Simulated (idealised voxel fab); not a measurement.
Process module under the name voxel quadruple lines
250 nm wide, 5 nm square cells: that's cross-section cut.
Square cells in a grid make up a cross-section in this document, and the grid is given as bands, listed from the top down, each one or more rows of cells. Band: top and bottom heights (nm) first, top before bottom; then materials from left to right, widths in nm. "full width" marks a sole material filling the band edge to edge. "empty" denotes empty space. Below 0: as-received wafer, all one material; heights counted from there. Lowest band: no bottom, goes on down, written "0..down". Quick explanation for "30..40": the width changes in equal steps down the rows of cells, from the first number in the band's top row to the second number in its bottom row. The designation "no modification", where it is given for a processing step, indicates that no cell of the cross-section was altered in the course of that step. Basically, "Non-vented voids" tells you about the enclosed voids: empty spaces with no open way to the top, 8 cells or bigger, each written width x height at distance, where distance is from the left edge, all in nm. after a step's settings: what the simulator itself notes on the step. The setting "overlay nm" may be written on the line of a step. When the step uses a mask, the value reports how far to the right of the planned place the mask lay, and a negative value reports that it lay to the left. Structure of the following material. The material consists of pairs of cross-sections. Each pair comprises the cross-section before one process step and the cross-section after that step, the latter shown only down to the lowest band that changed. The step between the cross-sections is specified beneath each pair, including its settings. Pairs are not necessarily consecutive: they may derive from different runs of this module performed on the same starting wafer. Continuity with the pair above is to be assumed only where the entry headed "Before processing step" of the pair in question states it.

## Before processing step
  60..35 | empty 70, then SiO2 10, then aC 30, then SiO2 10, then empty 30, then SiO2 10, then aC 30, then SiO2 10, then empty 50
  35..15 | polySi full width
  15..5 | W full width
  5..0 | SiO2 full width
  0..down | Si full width
  Non-vented voids: none

## Post-Process Section
  60..35 | empty 70, then SiO2 10, then empty 30, then SiO2 10, then empty 30, then SiO2 10, then empty 30, then SiO2 10, then empty 50
  Beneath the level 35, the cross-section is identical to its previous state.
  Non-vented voids: none
The process step bridging the two cross-sections above: STRIP [etch materials aC]

Before processing step: The prior state of this step coincides with the post-step cross-section of the pair just above.

## Post-Process Section
  60..35 | empty 70, then SiO2 10, then empty 30, then SiO2 10, then empty 30, then SiO2 10, then empty 30, then SiO2 10, then empty 50
  35..15 | empty 70, then polySi 10, then empty 30, then polySi 10, then empty 30, then polySi 10, then empty 30, then polySi 10, then empty 50
  Beneath the level 15, the cross-section is identical to its previous state.
  Non-vented voids: none
The process step bridging the two cross-sections above: DIRECTIONAL_ETCH [etch materials polySi] [depth nm 20]

Before processing step: The prior state of this step coincides with the post-step cross-section of the pair just above.

## Post-Process Section
  35..15 | empty 70, then polySi 10, then empty 30, then polySi 10, then empty 30, then polySi 10, then empty 30, then polySi 10, then empty 50
  Beneath the level 15, the cross-section is identical to its previous state.
  Non-vented voids: none
The process step bridging the two cross-sections above: STRIP [etch materials SiO2]

Before processing step: The prior state of this step coincides with the post-step cross-section of the pair just above.

## Post-Process Section
  45..35 | empty 60, then SiCN 30, then empty 10, then SiCN 30, then empty 10, then SiCN 30, then empty 10, then SiCN 30, then empty 40
  35..25 | empty 60, then SiCN 10, then polySi 10, then SiCN 10, then empty 10, then SiCN 10, then polySi 10, then SiCN 10, then empty 10, then SiCN 10, then polySi 10, then SiCN 10, then empty 10, then SiCN 10, then polySi 10, then SiCN 10, then empty 40
  25..15 | SiCN 70, then polySi 10, then SiCN 30, then polySi 10, then SiCN 30, then polySi 10, then SiCN 30, then polySi 10, then SiCN 50
  Beneath the level 15, the cross-section is identical to its previous state.
  Non-vented voids: none
The process step bridging the two cross-sections above: CONFORMAL_DEP [material SiCN] [thk nm 10]

Before processing step: The prior state of this step coincides with the post-step cross-section of the pair just above.

## Post-Process Section
  35..15 | empty 60, then SiCN 10, then polySi 10, then SiCN 10, then empty 10, then SiCN 10, then polySi 10, then SiCN 10, then empty 10, then SiCN 10, then polySi 10, then SiCN 10, then empty 10, then SiCN 10, then polySi 10, then SiCN 10, then empty 40
  Beneath the level 15, the cross-section is identical to its previous state.
  Non-vented voids: none
The process step bridging the two cross-sections above: DIRECTIONAL_ETCH [etch materials SiCN] [depth nm 10]

Before processing step: The prior state of this step coincides with the post-step cross-section of the pair just above.

## Post-Process Section
  35..15 | empty 60, then SiCN 10, then empty 10, then SiCN 10, then empty 10, then SiCN 10, then empty 10, then SiCN 10, then empty 10, then SiCN 10, then empty 10, then SiCN 10, then empty 10, then SiCN 10, then empty 10, then SiCN 10, then empty 40
  Beneath the level 15, the cross-section is identical to its previous state.
  Non-vented voids: none
The process step bridging the two cross-sections above: STRIP [etch materials polySi]

Before processing step: The prior state of this step coincides with the post-step cross-section of the pair just above.

## Post-Process Section
  35..15 | empty 60, then SiCN 10, then empty 10, then SiCN 10, then empty 10, then SiCN 10, then empty 10, then SiCN 10, then empty 10, then SiCN 10, then empty 10, then SiCN 10, then empty 10, then SiCN 10, then empty 10, then SiCN 10, then empty 40
  15..5 | empty 60, then W 10, then empty 10, then W 10, then empty 10, then W 10, then empty 10, then W 10, then empty 10, then W 10, then empty 10, then W 10, then empty 10, then W 10, then empty 10, then W 10, then empty 40
  Beneath the level 5, the cross-section is identical to its previous state.
  Non-vented voids: none
The process step bridging the two cross-sections above: DIRECTIONAL_ETCH [etch materials W] [depth nm 10]

Before processing step: The prior state of this step coincides with the post-step cross-section of the pair just above.

## Post-Process Section
  15..5 | empty 60, then W 10, then empty 10, then W 10, then empty 10, then W 10, then empty 10, then W 10, then empty 10, then W 10, then empty 10, then W 10, then empty 10, then W 10, then empty 10, then W 10, then empty 40
  Beneath the level 5, the cross-section is identical to its previous state.
  Non-vented voids: none
The process step bridging the two cross-sections above: STRIP [etch materials SiCN]

Before processing step: The prior state of this step coincides with the post-step cross-section of the pair just above.

## Post-Process Section
  20..15 | lowk full width
  15..5 | lowk 60, then W 10, then lowk 10, then W 10, then lowk 10, then W 10, then lowk 10, then W 10, then lowk 10, then W 10, then lowk 10, then W 10, then lowk 10, then W 10, then lowk 10, then W 10, then lowk 40
  Beneath the level 5, the cross-section is identical to its previous state.
  Non-vented voids: none
The process step bridging the two cross-sections above: FILL_DEP [material lowk] [thk nm 5]

Before processing step: The prior state of this step coincides with the post-step cross-section of the pair just above.

## Post-Process Section
  15..5 | lowk 60, then W 10, then lowk 10, then W 10, then lowk 10, then W 10, then lowk 10, then W 10, then lowk 10, then W 10, then lowk 10, then W 10, then lowk 10, then W 10, then lowk 10, then W 10, then lowk 40
  Beneath the level 5, the cross-section is identical to its previous state.
  Non-vented voids: none
The process step bridging the two cross-sections above: CMP [height nm 15]

## Before processing step
  15..5 | empty 50, then W 10, then empty 10, then W 10, then empty 10, then W 10, then empty 10, then W 10, then empty 10, then W 10, then empty 10, then W 10, then empty 10, then W 10, then empty 10, then W 10, then empty 50
  5..0 | SiO2 full width
  0..down | Si full width
  Non-vented voids: none

## Post-Process Section
  20..15 | SiCN full width
  15..5 | SiCN 50, then W 10, then SiCN 10, then W 10, then SiCN 10, then W 10, then SiCN 10, then W 10, then SiCN 10, then W 10, then SiCN 10, then W 10, then SiCN 10, then W 10, then SiCN 10, then W 10, then SiCN 50
  Beneath the level 5, the cross-section is identical to its previous state.
  Non-vented voids: none
The process step bridging the two cross-sections above: FILL_DEP [material SiCN] [thk nm 5]

Before processing step: The prior state of this step coincides with the post-step cross-section of the pair just above.

## Post-Process Section
  15..5 | SiCN 50, then W 10, then SiCN 10, then W 10, then SiCN 10, then W 10, then SiCN 10, then W 10, then SiCN 10, then W 10, then SiCN 10, then W 10, then SiCN 10, then W 10, then SiCN 10, then W 10, then SiCN 50
  Beneath the level 5, the cross-section is identical to its previous state.
  Non-vented voids: none
The process step bridging the two cross-sections above: CMP [height nm 15]

## Before processing step
  60..35 | aC full width
  35..15 | polySi full width
  15..5 | W full width
  5..0 | SiO2 full width
  0..down | Si full width
  Non-vented voids: none

## Post-Process Section
  90..60 | resist 70, then empty 30, then resist 50, then empty 30, then resist 70
  Beneath the level 60, the cross-section is identical to its previous state.
  Non-vented voids: none
The process step bridging the two cross-sections above: PATTERN [tone open] [mask id MANDREL] [material resist] [width nm 30] [pitch nm 80] [thk nm 30] [overlay nm 0]

Before processing step: The prior state of this step coincides with the post-step cross-section of the pair just above.

## Post-Process Section
  65..60 | resist 70, then empty 30, then resist 50, then empty 30, then resist 70
  60..35 | aC 70, then empty 30, then aC 50, then empty 30, then aC 70
  Beneath the level 35, the cross-section is identical to its previous state.
  Non-vented voids: none
The process step bridging the two cross-sections above: DIRECTIONAL_ETCH [etch materials aC] [depth nm 25]

Before processing step: The prior state of this step coincides with the post-step cross-section of the pair just above.

## Post-Process Section
  60..35 | aC 70, then empty 30, then aC 50, then empty 30, then aC 70
  Beneath the level 35, the cross-section is identical to its previous state.
  Non-vented voids: none
The process step bridging the two cross-sections above: STRIP [etch materials resist]

Before processing step: The prior state of this step coincides with the post-step cross-section of the pair just above.

## Post-Process Section
  70..60 | SiO2 80, then empty 10, then SiO2 70, then empty 10, then SiO2 80
  60..45 | aC 70, then SiO2 10, then empty 10, then SiO2 10, then aC 50, then SiO2 10, then empty 10, then SiO2 10, then aC 70
  45..35 | aC 70, then SiO2 30, then aC 50, then SiO2 30, then aC 70
  Beneath the level 35, the cross-section is identical to its previous state.
  Non-vented voids: none
The process step bridging the two cross-sections above: CONFORMAL_DEP [material SiO2] [thk nm 10]

Before processing step: The prior state of this step coincides with the post-step cross-section of the pair just above.

## Post-Process Section
  60..35 | aC 70, then SiO2 10, then empty 10, then SiO2 10, then aC 50, then SiO2 10, then empty 10, then SiO2 10, then aC 70
  Beneath the level 35, the cross-section is identical to its previous state.
  Non-vented voids: none
The process step bridging the two cross-sections above: DIRECTIONAL_ETCH [etch materials SiO2] [depth nm 10]

Before processing step: The prior state of this step coincides with the post-step cross-section of the pair just above.

## Post-Process Section
  60..35 | empty 70, then SiO2 10, then empty 10, then SiO2 10, then empty 50, then SiO2 10, then empty 10, then SiO2 10, then empty 70
  Beneath the level 35, the cross-section is identical to its previous state.
  Non-vented voids: none
The process step bridging the two cross-sections above: STRIP [etch materials aC]

Before processing step: The prior state of this step coincides with the post-step cross-section of the pair just above.

## Post-Process Section
  60..35 | empty 70, then SiO2 10, then empty 10, then SiO2 10, then empty 50, then SiO2 10, then empty 10, then SiO2 10, then empty 70
  35..15 | empty 70, then polySi 10, then empty 10, then polySi 10, then empty 50, then polySi 10, then empty 10, then polySi 10, then empty 70
  Beneath the level 15, the cross-section is identical to its previous state.
  Non-vented voids: none
The process step bridging the two cross-sections above: DIRECTIONAL_ETCH [etch materials polySi] [depth nm 20]

Before processing step: The prior state of this step coincides with the post-step cross-section of the pair just above.

## Post-Process Section
  35..15 | empty 70, then polySi 10, then empty 10, then polySi 10, then empty 50, then polySi 10, then empty 10, then polySi 10, then empty 70
  Beneath the level 15, the cross-section is identical to its previous state.
  Non-vented voids: none
The process step bridging the two cross-sections above: STRIP [etch materials SiO2]

Before processing step: The prior state of this step coincides with the post-step cross-section of the pair just above.

## Post-Process Section
  45..35 | empty 60, then SiCN 50, then empty 30, then SiCN 50, then empty 60
  35..25 | empty 60, then SiCN 10, then polySi 10, then SiCN 10, then polySi 10, then SiCN 10, then empty 30, then SiCN 10, then polySi 10, then SiCN 10, then polySi 10, then SiCN 10, then empty 60
  25..15 | SiCN 70, then polySi 10, then SiCN 10, then polySi 10, then SiCN 50, then polySi 10, then SiCN 10, then polySi 10, then SiCN 70
  Beneath the level 15, the cross-section is identical to its previous state.
  Non-vented voids: none
The process step bridging the two cross-sections above: CONFORMAL_DEP [material SiCN] [thk nm 10]

Before processing step: The prior state of this step coincides with the post-step cross-section of the pair just above.

## Post-Process Section
  35..15 | empty 60, then SiCN 10, then polySi 10, then SiCN 10, then polySi 10, then SiCN 10, then empty 30, then SiCN 10, then polySi 10, then SiCN 10, then polySi 10, then SiCN 10, then empty 60
  Beneath the level 15, the cross-section is identical to its previous state.
  Non-vented voids: none
The process step bridging the two cross-sections above: DIRECTIONAL_ETCH [etch materials SiCN] [depth nm 10]

Before processing step: The prior state of this step coincides with the post-step cross-section of the pair just above.

## Post-Process Section
  35..15 | empty 60, then SiCN 10, then empty 10, then SiCN 10, then empty 10, then SiCN 10, then empty 30, then SiCN 10, then empty 10, then SiCN 10, then empty 10, then SiCN 10, then empty 60
  Beneath the level 15, the cross-section is identical to its previous state.
  Non-vented voids: none
The process step bridging the two cross-sections above: STRIP [etch materials polySi]

Before processing step: The prior state of this step coincides with the post-step cross-section of the pair just above.

## Post-Process Section
  35..15 | empty 60, then SiCN 10, then empty 10, then SiCN 10, then empty 10, then SiCN 10, then empty 30, then SiCN 10, then empty 10, then SiCN 10, then empty 10, then SiCN 10, then empty 60
  15..5 | empty 60, then W 10, then empty 10, then W 10, then empty 10, then W 10, then empty 30, then W 10, then empty 10, then W 10, then empty 10, then W 10, then empty 60
  Beneath the level 5, the cross-section is identical to its previous state.
  Non-vented voids: none
The process step bridging the two cross-sections above: DIRECTIONAL_ETCH [etch materials W] [depth nm 10]

Before processing step: The prior state of this step coincides with the post-step cross-section of the pair just above.

## Post-Process Section
  15..5 | empty 60, then W 10, then empty 10, then W 10, then empty 10, then W 10, then empty 30, then W 10, then empty 10, then W 10, then empty 10, then W 10, then empty 60
  Beneath the level 5, the cross-section is identical to its previous state.
  Non-vented voids: none
The process step bridging the two cross-sections above: STRIP [etch materials SiCN]

Before processing step: The prior state of this step coincides with the post-step cross-section of the pair just above.

## Post-Process Section
  20..15 | lowk full width
  15..5 | lowk 60, then W 10, then lowk 10, then W 10, then lowk 10, then W 10, then lowk 30, then W 10, then lowk 10, then W 10, then lowk 10, then W 10, then lowk 60
  Beneath the level 5, the cross-section is identical to its previous state.
  Non-vented voids: none
The process step bridging the two cross-sections above: FILL_DEP [material lowk] [thk nm 5]

Before processing step: The prior state of this step coincides with the post-step cross-section of the pair just above.

## Post-Process Section
  15..5 | lowk 60, then W 10, then lowk 10, then W 10, then lowk 10, then W 10, then lowk 30, then W 10, then lowk 10, then W 10, then lowk 10, then W 10, then lowk 60
  Beneath the level 5, the cross-section is identical to its previous state.
  Non-vented voids: none
The process step bridging the two cross-sections above: CMP [height nm 15]
